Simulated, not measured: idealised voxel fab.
Process module in this document: voxel double patterning
The cross-section on display is named cut; it measures 190 nm wide, and its cells are 5 nm squares.
A cross-section is written here as square cells arranged in a grid, and it is given in bands from the top down, each band taking up one or more rows of cells. Quick guide to a band line: top height, bottom height (nm) up front; then every material left to right with its width in nm. Only one material and it's marked "edge to edge"? Then it fills the band edge to edge. And "empty" just means empty space. Basically, 0 is our baseline, since under it the wafer straight out of the box is all one material. The bottom band has no lower end and keeps on going down, so it looks like "0 and below". Width "30->40": first value at the band's top row of cells, second value at its bottom row, equal change from row to row. Any step labelled "same as before" changed none of the cells in the cross-section. Enclosed voids (no open way to top), threshold 8 cells or more, entry "Enclosed cavity list", notation width x height at distance, distance from left edge, nm. Step line, after settings: the simulator's comment on this step. "overlay nm", when on a step's line for a step with a mask, measures how far to the right of its planned place the mask lay; a negative measure means to the left.
Below is the list of planned process steps
1,RECEIVE (material Si)
2,CONFORMAL_DEP (material SiO2; thk nm 5)
3,DIRECTIONAL_DEP (material polySi; thk nm 10)
4,DIRECTIONAL_DEP (material SiCN; thk nm 5)
5,DIRECTIONAL_DEP (material aC; thk nm 15)
6,PATTERN (tone open; mask id FIRST; material resist; width nm 15; pitch nm 50; thk nm 35; overlay nm 0)
7,DIRECTIONAL_ETCH (etch materials aC; depth nm 15)
8,STRIP (etch materials resist)
9,DIRECTIONAL_ETCH (etch materials SiCN; depth nm 5)
10,STRIP (etch materials aC)
11,MASKED_ETCH (tone open; mask id SECOND; width nm 15; pitch nm 50; etch materials SiCN; depth nm 5; overlay nm 0)
12,DIRECTIONAL_ETCH (etch materials polySi; depth nm 10)
13,STRIP (etch materials SiCN)
So, the first of our two wafers, run just as we planned it
Delivered wafer in cross-section: state after step 1
* 0 and below: Si edge to edge
* Enclosed cavity list: none
Cross-section of the wafer subsequent to step 2
* 5 down to 0: SiO2 edge to edge
* below 0: unchanged
Cross-section of the wafer subsequent to step 3
* 15 down to 5: polySi edge to edge
* below 5: unchanged
Cross-section of the wafer subsequent to step 4
* 20 down to 15: SiCN edge to edge
* below 15: unchanged
Cross-section of the wafer subsequent to step 5
* 35 down to 20: aC edge to edge
* below 20: unchanged
Cross-section of the wafer subsequent to step 6
* 70 down to 35: resist 35 nm, empty 15 nm, resist 35 nm, empty 15 nm, resist 35 nm, empty 15 nm, resist 40 nm
* below 35: unchanged
Cross-section of the wafer subsequent to step 7
* 55 down to 35: resist 35 nm, empty 15 nm, resist 35 nm, empty 15 nm, resist 35 nm, empty 15 nm, resist 40 nm
* 35 down to 20: aC 35 nm, empty 15 nm, aC 35 nm, empty 15 nm, aC 35 nm, empty 15 nm, aC 40 nm
* below 20: unchanged
Cross-section of the wafer subsequent to step 8
* 35 down to 20: aC 35 nm, empty 15 nm, aC 35 nm, empty 15 nm, aC 35 nm, empty 15 nm, aC 40 nm
* below 20: unchanged
Cross-section of the wafer subsequent to step 9
* 35 down to 20: aC 35 nm, empty 15 nm, aC 35 nm, empty 15 nm, aC 35 nm, empty 15 nm, aC 40 nm
* 20 down to 15: SiCN 35 nm, empty 15 nm, SiCN 35 nm, empty 15 nm, SiCN 35 nm, empty 15 nm, SiCN 40 nm
* below 15: unchanged
Cross-section of the wafer subsequent to step 10
* 20 down to 15: SiCN 35 nm, empty 15 nm, SiCN 35 nm, empty 15 nm, SiCN 35 nm, empty 15 nm, SiCN 40 nm
* below 15: unchanged
Cross-section of the wafer subsequent to step 11
* 20 down to 15: SiCN 35 nm, empty 15 nm, SiCN 10 nm, empty 15 nm, SiCN 10 nm, empty 15 nm, SiCN 10 nm, empty 15 nm, SiCN 10 nm, empty 15 nm, SiCN 40 nm
* below 15: unchanged
Cross-section of the wafer subsequent to step 12
* 20 down to 15: SiCN 35 nm, empty 15 nm, SiCN 10 nm, empty 15 nm, SiCN 10 nm, empty 15 nm, SiCN 10 nm, empty 15 nm, SiCN 10 nm, empty 15 nm, SiCN 40 nm
* 15 down to 5: polySi 35 nm, empty 15 nm, polySi 10 nm, empty 15 nm, polySi 10 nm, empty 15 nm, polySi 10 nm, empty 15 nm, polySi 10 nm, empty 15 nm, polySi 40 nm
* below 5: unchanged
Cross-section of the wafer subsequent to step 13
* 15 down to 5: polySi 35 nm, empty 15 nm, polySi 10 nm, empty 15 nm, polySi 10 nm, empty 15 nm, polySi 10 nm, empty 15 nm, polySi 10 nm, empty 15 nm, polySi 40 nm
* below 5: unchanged
Now the other wafer: same start, same recipe, but we messed up one thing when running it. Up to and including step 3 it's the same as the first one
Second wafer: cross-section at the scheduled end of step 4
* 20 down to 15: SiO2 edge to edge
* below 15: unchanged
Second wafer: cross-section at the scheduled end of step 5
* 35 down to 20: aC edge to edge
* below 20: unchanged
Second wafer: cross-section at the scheduled end of step 6
* 70 down to 35: resist 35 nm, empty 15 nm, resist 35 nm, empty 15 nm, resist 35 nm, empty 15 nm, resist 40 nm
* below 35: unchanged
Second wafer: cross-section at the scheduled end of step 7
* 55 down to 35: resist 35 nm, empty 15 nm, resist 35 nm, empty 15 nm, resist 35 nm, empty 15 nm, resist 40 nm
* 35 down to 20: aC 35 nm, empty 15 nm, aC 35 nm, empty 15 nm, aC 35 nm, empty 15 nm, aC 40 nm
* below 20: unchanged
Second wafer: cross-section at the scheduled end of step 8
* 35 down to 20: aC 35 nm, empty 15 nm, aC 35 nm, empty 15 nm, aC 35 nm, empty 15 nm, aC 40 nm
* below 20: unchanged
Second wafer: cross-section at the scheduled end of step 9: same as before
Second wafer: cross-section at the scheduled end of step 10
* 20 down to 15: SiO2 edge to edge
* below 15: unchanged
Second wafer: cross-section at the scheduled end of step 11: same as before
Second wafer: cross-section at the scheduled end of step 12: same as before
Second wafer: cross-section at the scheduled end of step 13: same as before
Diagnosis: step 4: run off-plan, actual operation and settings DIRECTIONAL_DEP (material SiO2; thk nm 5)
Wrapping up, a cell-based count of both wafers puts the second over or under the first for these materials: +38 SiO2; +30 polySi
